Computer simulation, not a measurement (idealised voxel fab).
voxel transistor to metal: a process module
260 nm wide, 5 nm square cells: that's cross-section cut.
Bands, listed from the top down, are how a cross-section gets written in this document; the cross-section itself is a grid of square cells, and a band is one or more rows of them. First you get the band's top height and its bottom height, in nm, and then the materials it's made of, left to right, with each width in nm. If you see a single material with "edge to edge", that one covers the band edge to edge. "blank" is empty space. Heights from 0 (as-received wafer is one material below). Bottom band endless downward, as "0 down". The notation "30 to 40" denotes a width that varies across the rows of cells in the band, beginning at the first number in the top row, finishing at the second number in the bottom row, and changing by an identical amount from each row to the next. The cross-section has no changed cell in any step marked "no change occurred". "Closed void table" - sealed voids, min. 8 cells, no opening to top; format: width x height at distance (distance from left edge; nm throughout). Heads up: the bit after the settings on a step's line is the simulator's remark on that step. For masked steps, "overlay nm" on the step line gives how far right of plan the mask actually lay; a minus sign means it lay to the left. Reading guide: pairs of cross-sections, before and after one process step; after view cut off at lowest changed band; step and settings listed under each pair. Pairs may stem from different runs of this module on the same starting wafer; continuity with the pair above only where the "Pre-step view" entry states it.

**Pre-step view**
45 to 35  SiO2=30; blank=25; SiO2=30; blank=25; SiO2=40; blank=25; SiO2=30; blank=25; SiO2=30
35 to 25  SiO2=30; blank=25; SiN=5; SiCN=20; SiN=5; blank=25; SiO2=40; blank=25; SiN=5; SiCN=20; SiN=5; blank=25; SiO2=30
25 to 0  SiO2=30; blank=25; SiN=5; polySi=20; SiN=5; blank=25; SiO2=40; blank=25; SiN=5; polySi=20; SiN=5; blank=25; SiO2=30
0 to -5  SiO2=15; SiGe=40; SiO2=30; SiGe=30; SiO2=20; SiGe=40; SiO2=30; SiGe=30; SiO2=25
-5 to -30  SiO2=20; Si=90; SiO2=30; Si=90; SiO2=30
-30 down  Si edge to edge
Closed void table: none

**Sectional View, Post-Process**
50 to 45  TiN=35; blank=15; TiN=40; blank=15; TiN=50; blank=15; TiN=40; blank=15; TiN=35
45 to 35  SiO2=30; TiN=5; blank=15; TiN=5; SiO2=30; TiN=5; blank=15; TiN=5; SiO2=40; TiN=5; blank=15; TiN=5; SiO2=30; TiN=5; blank=15; TiN=5; SiO2=30
35 to 25  SiO2=30; TiN=5; blank=15; TiN=5; SiN=5; SiCN=20; SiN=5; TiN=5; blank=15; TiN=5; SiO2=40; TiN=5; blank=15; TiN=5; SiN=5; SiCN=20; SiN=5; TiN=5; blank=15; TiN=5; SiO2=30
25 to 5  SiO2=30; TiN=5; blank=15; TiN=5; SiN=5; polySi=20; SiN=5; TiN=5; blank=15; TiN=5; SiO2=40; TiN=5; blank=15; TiN=5; SiN=5; polySi=20; SiN=5; TiN=5; blank=15; TiN=5; SiO2=30
5 to 0  SiO2=30; TiN=25; SiN=5; polySi=20; SiN=5; TiN=25; SiO2=40; TiN=25; SiN=5; polySi=20; SiN=5; TiN=25; SiO2=30
Below 0 it's all the same as before, nothing changed down there.
Closed void table: none
Relating the two cross-sections above, the step in between is op CONFORMAL_DEP | material TiN | thk nm 5

Pre-step view: same picture as after in the pair right above, so we don't repeat it.

**Sectional View, Post-Process**
60 to 50  W edge to edge
50 to 45  TiN=35; W=15; TiN=40; W=15; TiN=50; W=15; TiN=40; W=15; TiN=35
45 to 35  SiO2=30; TiN=5; W=15; TiN=5; SiO2=30; TiN=5; W=15; TiN=5; SiO2=40; TiN=5; W=15; TiN=5; SiO2=30; TiN=5; W=15; TiN=5; SiO2=30
35 to 25  SiO2=30; TiN=5; W=15; TiN=5; SiN=5; SiCN=20; SiN=5; TiN=5; W=15; TiN=5; SiO2=40; TiN=5; W=15; TiN=5; SiN=5; SiCN=20; SiN=5; TiN=5; W=15; TiN=5; SiO2=30
25 to 5  SiO2=30; TiN=5; W=15; TiN=5; SiN=5; polySi=20; SiN=5; TiN=5; W=15; TiN=5; SiO2=40; TiN=5; W=15; TiN=5; SiN=5; polySi=20; SiN=5; TiN=5; W=15; TiN=5; SiO2=30
Below 5 it's all the same as before, nothing changed down there.
Closed void table: none
Relating the two cross-sections above, the step in between is op FILL_DEP | material W | thk nm 10

Pre-step view: same picture as after in the pair right above, so we don't repeat it.

**Sectional View, Post-Process**
45 to 35  SiO2=30; TiN=5; W=15; TiN=5; SiO2=30; TiN=5; W=15; TiN=5; SiO2=40; TiN=5; W=15; TiN=5; SiO2=30; TiN=5; W=15; TiN=5; SiO2=30
Below 35 it's all the same as before, nothing changed down there.
Closed void table: none
Relating the two cross-sections above, the step in between is op CMP | height nm 45

Pre-step view: same picture as after in the pair right above, so we don't repeat it.

**Sectional View, Post-Process**
50 to 45  SiN edge to edge
Below 45 it's all the same as before, nothing changed down there.
Closed void table: none
Relating the two cross-sections above, the step in between is op CONFORMAL_DEP | material SiN | thk nm 5

Pre-step view: same picture as after in the pair right above, so we don't repeat it.

**Sectional View, Post-Process**
75 to 50  SiO2 edge to edge
Below 50 it's all the same as before, nothing changed down there.
Closed void table: none
Relating the two cross-sections above, the step in between is op DIRECTIONAL_DEP | material SiO2 | thk nm 25

Pre-step view: same picture as after in the pair right above, so we don't repeat it.

**Sectional View, Post-Process**
90 to 75  aC edge to edge
Below 75 it's all the same as before, nothing changed down there.
Closed void table: none
Relating the two cross-sections above, the step in between is op DIRECTIONAL_DEP | material aC | thk nm 15

Pre-step view: same picture as after in the pair right above, so we don't repeat it.

**Sectional View, Post-Process**
125 to 90  resist=30; blank=15; resist=50; blank=15; resist=40; blank=15; resist=50; blank=15; resist=30
Below 90 it's all the same as before, nothing changed down there.
Closed void table: none
Relating the two cross-sections above, the step in between is op PATTERN | tone open | mask id METAL_1 | material resist | width nm 15 | thk nm 35 | overlay nm 0

Pre-step view: same picture as after in the pair right above, so we don't repeat it.

**Sectional View, Post-Process**
110 to 90  resist=30; blank=15; resist=50; blank=15; resist=40; blank=15; resist=50; blank=15; resist=30
90 to 75  aC=30; blank=15; aC=50; blank=15; aC=40; blank=15; aC=50; blank=15; aC=30
Below 75 it's all the same as before, nothing changed down there.
Closed void table: none
Relating the two cross-sections above, the step in between is op DIRECTIONAL_ETCH | etch materials aC | depth nm 15

Pre-step view: same picture as after in the pair right above, so we don't repeat it.

**Sectional View, Post-Process**
90 to 75  aC=30; blank=15; aC=50; blank=15; aC=40; blank=15; aC=50; blank=15; aC=30
Below 75 it's all the same as before, nothing changed down there.
Closed void table: none
Relating the two cross-sections above, the step in between is op STRIP | etch materials resist

Pre-step view: same picture as after in the pair right above, so we don't repeat it.

**Sectional View, Post-Process**
90 to 75  aC=30; blank=15; aC=50; blank=15; aC=40; blank=15; aC=50; blank=15; aC=30
75 to 50  SiO2=30; blank=15; SiO2=50; blank=15; SiO2=40; blank=15; SiO2=50; blank=15; SiO2=30
Below 50 it's all the same as before, nothing changed down there.
Closed void table: none
Relating the two cross-sections above, the step in between is op DIRECTIONAL_ETCH | etch materials SiO2 | depth nm 25

Pre-step view: same picture as after in the pair right above, so we don't repeat it.

**Sectional View, Post-Process**
90 to 75  aC=30; blank=15; aC=50; blank=15; aC=40; blank=15; aC=50; blank=15; aC=30
75 to 50  SiO2=30; blank=15; SiO2=50; blank=15; SiO2=40; blank=15; SiO2=50; blank=15; SiO2=30
50 to 45  SiN=30; blank=15; SiN=50; blank=15; SiN=40; blank=15; SiN=50; blank=15; SiN=30
Below 45 it's all the same as before, nothing changed down there.
Closed void table: none
Relating the two cross-sections above, the step in between is op DIRECTIONAL_ETCH | etch materials SiN | depth nm 5

Pre-step view: same picture as after in the pair right above, so we don't repeat it.

**Sectional View, Post-Process**
75 to 50  SiO2=30; blank=15; SiO2=50; blank=15; SiO2=40; blank=15; SiO2=50; blank=15; SiO2=30
Below 50 it's all the same as before, nothing changed down there.
Closed void table: none
Relating the two cross-sections above, the step in between is op STRIP | etch materials aC

Pre-step view: same picture as after in the pair right above, so we don't repeat it.

**Sectional View, Post-Process**
80 to 75  TiN=35; blank=5; TiN=60; blank=5; TiN=50; blank=5; TiN=60; blank=5; TiN=35
75 to 50  SiO2=30; TiN=5; blank=5; TiN=5; SiO2=50; TiN=5; blank=5; TiN=5; SiO2=40; TiN=5; blank=5; TiN=5; SiO2=50; TiN=5; blank=5; TiN=5; SiO2=30
50 to 45  SiN=30; TiN=15; SiN=50; TiN=15; SiN=40; TiN=15; SiN=50; TiN=15; SiN=30
Below 45 it's all the same as before, nothing changed down there.
Closed void table: none
Relating the two cross-sections above, the step in between is op CONFORMAL_DEP | material TiN | thk nm 5

Pre-step view: same picture as after in the pair right above, so we don't repeat it.

**Sectional View, Post-Process**
85 to 80  Cu edge to edge
80 to 75  TiN=35; Cu=5; TiN=60; Cu=5; TiN=50; Cu=5; TiN=60; Cu=5; TiN=35
75 to 50  SiO2=30; TiN=5; Cu=5; TiN=5; SiO2=50; TiN=5; Cu=5; TiN=5; SiO2=40; TiN=5; Cu=5; TiN=5; SiO2=50; TiN=5; Cu=5; TiN=5; SiO2=30
Below 50 it's all the same as before, nothing changed down there.
Closed void table: none
Relating the two cross-sections above, the step in between is op FILL_DEP | material Cu | thk nm 5

Pre-step view: same picture as after in the pair right above, so we don't repeat it.

**Sectional View, Post-Process**
75 to 50  SiO2=30; TiN=5; Cu=5; TiN=5; SiO2=50; TiN=5; Cu=5; TiN=5; SiO2=40; TiN=5; Cu=5; TiN=5; SiO2=50; TiN=5; Cu=5; TiN=5; SiO2=30
Below 50 it's all the same as before, nothing changed down there.
Closed void table: none
Relating the two cross-sections above, the step in between is op CMP | height nm 75

Pre-step view: same picture as after in the pair right above, so we don't repeat it.

**Sectional View, Post-Process**
80 to 75  blank=25; Ru=25; blank=40; Ru=25; blank=30; Ru=25; blank=40; Ru=25; blank=25
Below 75 it's all the same as before, nothing changed down there.
Closed void table: none
Relating the two cross-sections above, the step in between is op EPI | material Ru | thk nm 5

Pre-step view: same picture as after in the pair right above, so we don't repeat it.

**Sectional View, Post-Process**
85 to 80  SiCN edge to edge
80 to 75  SiCN=25; Ru=25; SiCN=40; Ru=25; SiCN=30; Ru=25; SiCN=40; Ru=25; SiCN=25
Below 75 it's all the same as before, nothing changed down there.
Closed void table: none
Relating the two cross-sections above, the step in between is op FILL_DEP | material SiCN | thk nm 5

Pre-step view: same picture as after in the pair right above, so we don't repeat it.

**Sectional View, Post-Process**
110 to 85  lowk edge to edge
Below 85 it's all the same as before, nothing changed down there.
Closed void table: none
Relating the two cross-sections above, the step in between is op DIRECTIONAL_DEP | material lowk | thk nm 25

Pre-step view: same picture as after in the pair right above, so we don't repeat it.

**Sectional View, Post-Process**
125 to 110  resist=30; blank=15; resist=105; blank=15; resist=95
Below 110 it's all the same as before, nothing changed down there.
Closed void table: none
Relating the two cross-sections above, the step in between is op PATTERN | tone open | mask id METAL_2 | material resist | width nm 15 | pitch nm 120 | thk nm 15 | overlay nm 0

Pre-step view: same picture as after in the pair right above, so we don't repeat it.

**Sectional View, Post-Process**
125 to 110  resist=30; blank=15; resist=105; blank=15; resist=95
110 to 95  lowk=30; blank=15; lowk=105; blank=15; lowk=95
Below 95 it's all the same as before, nothing changed down there.
Closed void table: none
Relating the two cross-sections above, the step in between is op DIRECTIONAL_ETCH | etch materials lowk | depth nm 15

Pre-step view: same picture as after in the pair right above, so we don't repeat it.

**Sectional View, Post-Process**
110 to 95  lowk=30; blank=15; lowk=105; blank=15; lowk=95
Below 95 it's all the same as before, nothing changed down there.
Closed void table: none
Relating the two cross-sections above, the step in between is op STRIP | etch materials resist

Pre-step view: same picture as after in the pair right above, so we don't repeat it.

**Sectional View, Post-Process**
120 to 110  aC=30; blank=15; aC=105; blank=15; aC=95
110 to 105  lowk=30; blank=15; lowk=105; blank=15; lowk=95
105 to 95  lowk=30; aC=15; lowk=105; aC=15; lowk=95
Below 95 it's all the same as before, nothing changed down there.
Closed void table: none
Relating the two cross-sections above, the step in between is op DIRECTIONAL_DEP | material aC | thk nm 10

Pre-step view: same picture as after in the pair right above, so we don't repeat it.

**Sectional View, Post-Process**
150 to 120  resist=30; blank=15; resist=105; blank=15; resist=95
Below 120 it's all the same as before, nothing changed down there.
Closed void table: none
Relating the two cross-sections above, the step in between is op PATTERN | tone open | mask id METAL_2_HOLES | material resist | width nm 15 | pitch nm 120 | thk nm 30 | overlay nm 0

Pre-step view: same picture as after in the pair right above, so we don't repeat it.

**Sectional View, Post-Process**
140 to 120  resist=30; blank=15; resist=105; blank=15; resist=95
120 to 110  aC=30; blank=15; aC=105; blank=15; aC=95
110 to 95  lowk=30; blank=15; lowk=105; blank=15; lowk=95
Below 95 it's all the same as before, nothing changed down there.
Closed void table: none
Relating the two cross-sections above, the step in between is op DIRECTIONAL_ETCH | etch materials aC | depth nm 10

Pre-step view: same picture as after in the pair right above, so we don't repeat it.

**Sectional View, Post-Process**
120 to 110  aC=30; blank=15; aC=105; blank=15; aC=95
Below 110 it's all the same as before, nothing changed down there.
Closed void table: none
Relating the two cross-sections above, the step in between is op STRIP | etch materials resist

Pre-step view: same picture as after in the pair right above, so we don't repeat it.

**Sectional View, Post-Process**
120 to 110  aC=30; blank=15; aC=105; blank=15; aC=95
110 to 85  lowk=30; blank=15; lowk=105; blank=15; lowk=95
Below 85 it's all the same as before, nothing changed down there.
Closed void table: none
Relating the two cross-sections above, the step in between is op DIRECTIONAL_ETCH | etch materials lowk | depth nm 10

Pre-step view: same picture as after in the pair right above, so we don't repeat it.

**Sectional View, Post-Process**
120 to 110  aC=30; blank=15; aC=105; blank=15; aC=95
110 to 85  lowk=30; blank=15; lowk=105; blank=15; lowk=95
85 to 80  SiCN=30; blank=15; SiCN=105; blank=15; SiCN=95
Below 80 it's all the same as before, nothing changed down there.
Closed void table: none
Relating the two cross-sections above, the step in between is op DIRECTIONAL_ETCH | etch materials SiCN | depth nm 5

Pre-step view: same picture as after in the pair right above, so we don't repeat it.

**Sectional View, Post-Process**
110 to 85  lowk=30; blank=15; lowk=105; blank=15; lowk=95
Below 85 it's all the same as before, nothing changed down there.
Closed void table: none
Relating the two cross-sections above, the step in between is op STRIP | etch materials aC

Pre-step view: same picture as after in the pair right above, so we don't repeat it.

**Sectional View, Post-Process**
115 to 110  TiN=35; blank=5; TiN=115; blank=5; TiN=100
110 to 85  lowk=30; TiN=5; blank=5; TiN=5; lowk=105; TiN=5; blank=5; TiN=5; lowk=95
85 to 80  SiCN=30; TiN=15; SiCN=105; TiN=15; SiCN=95
Below 80 it's all the same as before, nothing changed down there.
Closed void table: none
Relating the two cross-sections above, the step in between is op CONFORMAL_DEP | material TiN | thk nm 5

Pre-step view: same picture as after in the pair right above, so we don't repeat it.

**Sectional View, Post-Process**
120 to 115  Cu edge to edge
115 to 110  TiN=35; Cu=5; TiN=115; Cu=5; TiN=100
110 to 85  lowk=30; TiN=5; Cu=5; TiN=5; lowk=105; TiN=5; Cu=5; TiN=5; lowk=95
Below 85 it's all the same as before, nothing changed down there.
Closed void table: none
Relating the two cross-sections above, the step in between is op FILL_DEP | material Cu | thk nm 5

Pre-step view: same picture as after in the pair right above, so we don't repeat it.

**Sectional View, Post-Process**
110 to 85  lowk=30; TiN=5; Cu=5; TiN=5; lowk=105; TiN=5; Cu=5; TiN=5; lowk=95
Below 85 it's all the same as before, nothing changed down there.
Closed void table: none
Relating the two cross-sections above, the step in between is op CMP | height nm 110

Pre-step view: same picture as after in the pair right above, so we don't repeat it.

**Sectional View, Post-Process**
115 to 110  SiN edge to edge
Below 110 it's all the same as before, nothing changed down there.
Closed void table: none
Relating the two cross-sections above, the step in between is op CONFORMAL_DEP | material SiN | thk nm 5

**Pre-step view**
35 to 25  blank=55; SiN=5; SiCN=20; SiN=5; blank=90; SiN=5; SiCN=20; SiN=5; blank=55
25 to 0  blank=55; SiN=5; polySi=20; SiN=5; blank=90; SiN=5; polySi=20; SiN=5; blank=55
0 to -5  blank=20; SiGe=35; SiO2=30; SiGe=35; blank=20; SiGe=35; SiO2=30; SiGe=35; blank=20
-5 to -30  SiO2=25; Si=90; SiO2=30; Si=90; SiO2=25
-30 down  Si edge to edge
Closed void table: none

**Sectional View, Post-Process**
40 to 35  TiN edge to edge
35 to 25  TiN=55; SiN=5; SiCN=20; SiN=5; TiN=90; SiN=5; SiCN=20; SiN=5; TiN=55
25 to 0  TiN=55; SiN=5; polySi=20; SiN=5; TiN=90; SiN=5; polySi=20; SiN=5; TiN=55
0 to -5  TiN=20; SiGe=35; SiO2=30; SiGe=35; TiN=20; SiGe=35; SiO2=30; SiGe=35; TiN=20
Below -5 it's all the same as before, nothing changed down there.
Closed void table: none
Relating the two cross-sections above, the step in between is op FILL_DEP | material TiN | thk nm 5

Pre-step view: same picture as after in the pair right above, so we don't repeat it.

**Sectional View, Post-Process**
35 to 25  TiN=55; SiN=5; SiCN=20; SiN=5; TiN=90; SiN=5; SiCN=20; SiN=5; TiN=55
Below 25 it's all the same as before, nothing changed down there.
Closed void table: none
Relating the two cross-sections above, the step in between is op CMP | height nm 35

Pre-step view: same picture as after in the pair right above, so we don't repeat it.

**Sectional View, Post-Process**
45 to 35  SiO2 edge to edge
Below 35 it's all the same as before, nothing changed down there.
Closed void table: none
Relating the two cross-sections above, the step in between is op DIRECTIONAL_DEP | material SiO2 | thk nm 10

Pre-step view: same picture as after in the pair right above, so we don't repeat it.

**Sectional View, Post-Process**
60 to 45  aC edge to edge
Below 45 it's all the same as before, nothing changed down there.
Closed void table: none
Relating the two cross-sections above, the step in between is op DIRECTIONAL_DEP | material aC | thk nm 15

Pre-step view: same picture as after in the pair right above, so we don't repeat it.

**Sectional View, Post-Process**
90 to 60  resist=30; blank=25; resist=30; blank=25; resist=40; blank=25; resist=30; blank=25; resist=30
Below 60 it's all the same as before, nothing changed down there.
Closed void table: none
Relating the two cross-sections above, the step in between is op PATTERN | tone open | mask id CONTACT | material resist | width nm 25 | thk nm 30 | overlay nm 0

Pre-step view: same picture as after in the pair right above, so we don't repeat it.

**Sectional View, Post-Process**
75 to 60  resist=30; blank=25; resist=30; blank=25; resist=40; blank=25; resist=30; blank=25; resist=30
60 to 45  aC=30; blank=25; aC=30; blank=25; aC=40; blank=25; aC=30; blank=25; aC=30
Below 45 it's all the same as before, nothing changed down there.
Closed void table: none
Relating the two cross-sections above, the step in between is op DIRECTIONAL_ETCH | etch materials aC | depth nm 15

Pre-step view: same picture as after in the pair right above, so we don't repeat it.

**Sectional View, Post-Process**
60 to 45  aC=30; blank=25; aC=30; blank=25; aC=40; blank=25; aC=30; blank=25; aC=30
Below 45 it's all the same as before, nothing changed down there.
Closed void table: none
Relating the two cross-sections above, the step in between is op STRIP | etch materials resist

Pre-step view: same picture as after in the pair right above, so we don't repeat it.

**Sectional View, Post-Process**
60 to 45  aC=30; blank=25; aC=30; blank=25; aC=40; blank=25; aC=30; blank=25; aC=30
45 to 35  SiO2=30; blank=25; SiO2=30; blank=25; SiO2=40; blank=25; SiO2=30; blank=25; SiO2=30
Below 35 it's all the same as before, nothing changed down there.
Closed void table: none
Relating the two cross-sections above, the step in between is op DIRECTIONAL_ETCH | etch materials SiO2 | depth nm 45

Pre-step view: same picture as after in the pair right above, so we don't repeat it.

**Sectional View, Post-Process**
45 to 35  SiO2=30; blank=25; SiO2=30; blank=25; SiO2=40; blank=25; SiO2=30; blank=25; SiO2=30
Below 35 it's all the same as before, nothing changed down there.
Closed void table: none
Relating the two cross-sections above, the step in between is op STRIP | etch materials aC

Pre-step view: same picture as after in the pair right above, so we don't repeat it.

**Sectional View, Post-Process**
50 to 45  TiN=35; blank=15; TiN=40; blank=15; TiN=50; blank=15; TiN=40; blank=15; TiN=35
45 to 40  SiO2=30; TiN=5; blank=15; TiN=5; SiO2=30; TiN=5; blank=15; TiN=5; SiO2=40; TiN=5; blank=15; TiN=5; SiO2=30; TiN=5; blank=15; TiN=5; SiO2=30
40 to 35  SiO2=30; TiN=25; SiO2=30; TiN=25; SiO2=40; TiN=25; SiO2=30; TiN=25; SiO2=30
Below 35 it's all the same as before, nothing changed down there.
Closed void table: none
Relating the two cross-sections above, the step in between is op CONFORMAL_DEP | material TiN | thk nm 5

Pre-step view: same picture as after in the pair right above, so we don't repeat it.

**Sectional View, Post-Process**
60 to 50  W edge to edge
50 to 45  TiN=35; W=15; TiN=40; W=15; TiN=50; W=15; TiN=40; W=15; TiN=35
45 to 40  SiO2=30; TiN=5; W=15; TiN=5; SiO2=30; TiN=5; W=15; TiN=5; SiO2=40; TiN=5; W=15; TiN=5; SiO2=30; TiN=5; W=15; TiN=5; SiO2=30
Below 40 it's all the same as before, nothing changed down there.
Closed void table: none
Relating the two cross-sections above, the step in between is op FILL_DEP | material W | thk nm 10

Pre-step view: same picture as after in the pair right above, so we don't repeat it.

**Sectional View, Post-Process**
45 to 40  SiO2=30; TiN=5; W=15; TiN=5; SiO2=30; TiN=5; W=15; TiN=5; SiO2=40; TiN=5; W=15; TiN=5; SiO2=30; TiN=5; W=15; TiN=5; SiO2=30
Below 40 it's all the same as before, nothing changed down there.
Closed void table: none
Relating the two cross-sections above, the step in between is op CMP | height nm 45

Pre-step view: same picture as after in the pair right above, so we don't repeat it.

**Sectional View, Post-Process**
50 to 45  SiN edge to edge
Below 45 it's all the same as before, nothing changed down there.
Closed void table: none
Relating the two cross-sections above, the step in between is op CONFORMAL_DEP | material SiN | thk nm 5

Pre-step view: same picture as after in the pair right above, so we don't repeat it.

**Sectional View, Post-Process**
75 to 50  SiO2 edge to edge
Below 50 it's all the same as before, nothing changed down there.
Closed void table: none
Relating the two cross-sections above, the step in between is op DIRECTIONAL_DEP | material SiO2 | thk nm 25

Pre-step view: same picture as after in the pair right above, so we don't repeat it.

**Sectional View, Post-Process**
90 to 75  aC edge to edge
Below 75 it's all the same as before, nothing changed down there.
Closed void table: none
Relating the two cross-sections above, the step in between is op DIRECTIONAL_DEP | material aC | thk nm 15

Pre-step view: same picture as after in the pair right above, so we don't repeat it.

**Sectional View, Post-Process**
125 to 90  resist=30; blank=15; resist=50; blank=15; resist=40; blank=15; resist=50; blank=15; resist=30
Below 90 it's all the same as before, nothing changed down there.
Closed void table: none
Relating the two cross-sections above, the step in between is op PATTERN | tone open | mask id METAL_1 | material resist | width nm 15 | thk nm 35 | overlay nm 0

Pre-step view: same picture as after in the pair right above, so we don't repeat it.

**Sectional View, Post-Process**
110 to 90  resist=30; blank=15; resist=50; blank=15; resist=40; blank=15; resist=50; blank=15; resist=30
90 to 75  aC=30; blank=15; aC=50; blank=15; aC=40; blank=15; aC=50; blank=15; aC=30
Below 75 it's all the same as before, nothing changed down there.
Closed void table: none
Relating the two cross-sections above, the step in between is op DIRECTIONAL_ETCH | etch materials aC | depth nm 15

Pre-step view: same picture as after in the pair right above, so we don't repeat it.

**Sectional View, Post-Process**
90 to 75  aC=30; blank=15; aC=50; blank=15; aC=40; blank=15; aC=50; blank=15; aC=30
Below 75 it's all the same as before, nothing changed down there.
Closed void table: none
Relating the two cross-sections above, the step in between is op STRIP | etch materials resist

Pre-step view: same picture as after in the pair right above, so we don't repeat it.

**Sectional View, Post-Process**
90 to 75  aC=30; blank=15; aC=50; blank=15; aC=40; blank=15; aC=50; blank=15; aC=30
75 to 50  SiO2=30; blank=15; SiO2=50; blank=15; SiO2=40; blank=15; SiO2=50; blank=15; SiO2=30
Below 50 it's all the same as before, nothing changed down there.
Closed void table: none
Relating the two cross-sections above, the step in between is op DIRECTIONAL_ETCH | etch materials SiO2 | depth nm 25

Pre-step view: same picture as after in the pair right above, so we don't repeat it.

**Sectional View, Post-Process**
90 to 75  aC=30; blank=15; aC=50; blank=15; aC=40; blank=15; aC=50; blank=15; aC=30
75 to 50  SiO2=30; blank=15; SiO2=50; blank=15; SiO2=40; blank=15; SiO2=50; blank=15; SiO2=30
50 to 45  SiN=30; blank=15; SiN=50; blank=15; SiN=40; blank=15; SiN=50; blank=15; SiN=30
Below 45 it's all the same as before, nothing changed down there.
Closed void table: none
Relating the two cross-sections above, the step in between is op DIRECTIONAL_ETCH | etch materials SiN | depth nm 5

Pre-step view: same picture as after in the pair right above, so we don't repeat it.

**Sectional View, Post-Process**
75 to 50  SiO2=30; blank=15; SiO2=50; blank=15; SiO2=40; blank=15; SiO2=50; blank=15; SiO2=30
Below 50 it's all the same as before, nothing changed down there.
Closed void table: none
Relating the two cross-sections above, the step in between is op STRIP | etch materials aC

Pre-step view: same picture as after in the pair right above, so we don't repeat it.

**Sectional View, Post-Process**
80 to 75  TiN=35; blank=5; TiN=60; blank=5; TiN=50; blank=5; TiN=60; blank=5; TiN=35
75 to 50  SiO2=30; TiN=5; blank=5; TiN=5; SiO2=50; TiN=5; blank=5; TiN=5; SiO2=40; TiN=5; blank=5; TiN=5; SiO2=50; TiN=5; blank=5; TiN=5; SiO2=30
50 to 45  SiN=30; TiN=15; SiN=50; TiN=15; SiN=40; TiN=15; SiN=50; TiN=15; SiN=30
Below 45 it's all the same as before, nothing changed down there.
Closed void table: none
Relating the two cross-sections above, the step in between is op CONFORMAL_DEP | material TiN | thk nm 5

Pre-step view: same picture as after in the pair right above, so we don't repeat it.

**Sectional View, Post-Process**
85 to 80  Cu edge to edge
80 to 75  TiN=35; Cu=5; TiN=60; Cu=5; TiN=50; Cu=5; TiN=60; Cu=5; TiN=35
75 to 50  SiO2=30; TiN=5; Cu=5; TiN=5; SiO2=50; TiN=5; Cu=5; TiN=5; SiO2=40; TiN=5; Cu=5; TiN=5; SiO2=50; TiN=5; Cu=5; TiN=5; SiO2=30
Below 50 it's all the same as before, nothing changed down there.
Closed void table: none
Relating the two cross-sections above, the step in between is op FILL_DEP | material Cu | thk nm 5

Pre-step view: same picture as after in the pair right above, so we don't repeat it.

**Sectional View, Post-Process**
75 to 50  SiO2=30; TiN=5; Cu=5; TiN=5; SiO2=50; TiN=5; Cu=5; TiN=5; SiO2=40; TiN=5; Cu=5; TiN=5; SiO2=50; TiN=5; Cu=5; TiN=5; SiO2=30
Below 50 it's all the same as before, nothing changed down there.
Closed void table: none
Relating the two cross-sections above, the step in between is op CMP | height nm 75

Pre-step view: same picture as after in the pair right above, so we don't repeat it.

**Sectional View, Post-Process**
80 to 75  blank=25; Ru=25; blank=40; Ru=25; blank=30; Ru=25; blank=40; Ru=25; blank=25
Below 75 it's all the same as before, nothing changed down there.
Closed void table: none
Relating the two cross-sections above, the step in between is op EPI | material Ru | thk nm 5

Pre-step view: same picture as after in the pair right above, so we don't repeat it.

**Sectional View, Post-Process**
85 to 80  SiCN edge to edge
80 to 75  SiCN=25; Ru=25; SiCN=40; Ru=25; SiCN=30; Ru=25; SiCN=40; Ru=25; SiCN=25
Below 75 it's all the same as before, nothing changed down there.
Closed void table: none
Relating the two cross-sections above, the step in between is op FILL_DEP | material SiCN | thk nm 5

Pre-step view: same picture as after in the pair right above, so we don't repeat it.

**Sectional View, Post-Process**
110 to 85  lowk edge to edge
Below 85 it's all the same as before, nothing changed down there.
Closed void table: none
Relating the two cross-sections above, the step in between is op DIRECTIONAL_DEP | material lowk | thk nm 25

Pre-step view: same picture as after in the pair right above, so we don't repeat it.

**Sectional View, Post-Process**
125 to 110  resist=30; blank=15; resist=105; blank=15; resist=95
Below 110 it's all the same as before, nothing changed down there.
Closed void table: none
Relating the two cross-sections above, the step in between is op PATTERN | tone open | mask id METAL_2 | material resist | width nm 15 | pitch nm 120 | thk nm 15 | overlay nm 0

Pre-step view: same picture as after in the pair right above, so we don't repeat it.

**Sectional View, Post-Process**
125 to 110  resist=30; blank=15; resist=105; blank=15; resist=95
110 to 95  lowk=30; blank=15; lowk=105; blank=15; lowk=95
Below 95 it's all the same as before, nothing changed down there.
Closed void table: none
Relating the two cross-sections above, the step in between is op DIRECTIONAL_ETCH | etch materials lowk | depth nm 15

Pre-step view: same picture as after in the pair right above, so we don't repeat it.

**Sectional View, Post-Process**
110 to 95  lowk=30; blank=15; lowk=105; blank=15; lowk=95
Below 95 it's all the same as before, nothing changed down there.
Closed void table: none
Relating the two cross-sections above, the step in between is op STRIP | etch materials resist

Pre-step view: same picture as after in the pair right above, so we don't repeat it.

**Sectional View, Post-Process**
120 to 110  aC=30; blank=15; aC=105; blank=15; aC=95
110 to 105  lowk=30; blank=15; lowk=105; blank=15; lowk=95
105 to 95  lowk=30; aC=15; lowk=105; aC=15; lowk=95
Below 95 it's all the same as before, nothing changed down there.
Closed void table: none
Relating the two cross-sections above, the step in between is op DIRECTIONAL_DEP | material aC | thk nm 10

Pre-step view: same picture as after in the pair right above, so we don't repeat it.

**Sectional View, Post-Process**
150 to 120  resist=30; blank=15; resist=105; blank=15; resist=95
Below 120 it's all the same as before, nothing changed down there.
Closed void table: none
Relating the two cross-sections above, the step in between is op PATTERN | tone open | mask id METAL_2_HOLES | material resist | width nm 15 | pitch nm 120 | thk nm 30 | overlay nm 0

Pre-step view: same picture as after in the pair right above, so we don't repeat it.

**Sectional View, Post-Process**
140 to 120  resist=30; blank=15; resist=105; blank=15; resist=95
120 to 110  aC=30; blank=15; aC=105; blank=15; aC=95
110 to 95  lowk=30; blank=15; lowk=105; blank=15; lowk=95
Below 95 it's all the same as before, nothing changed down there.
Closed void table: none
Relating the two cross-sections above, the step in between is op DIRECTIONAL_ETCH | etch materials aC | depth nm 10

Pre-step view: same picture as after in the pair right above, so we don't repeat it.

**Sectional View, Post-Process**
120 to 110  aC=30; blank=15; aC=105; blank=15; aC=95
Below 110 it's all the same as before, nothing changed down there.
Closed void table: none
Relating the two cross-sections above, the step in between is op STRIP | etch materials resist

Pre-step view: same picture as after in the pair right above, so we don't repeat it.

**Sectional View, Post-Process**
120 to 110  aC=30; blank=15; aC=105; blank=15; aC=95
110 to 85  lowk=30; blank=15; lowk=105; blank=15; lowk=95
Below 85 it's all the same as before, nothing changed down there.
Closed void table: none
Relating the two cross-sections above, the step in between is op DIRECTIONAL_ETCH | etch materials lowk | depth nm 10
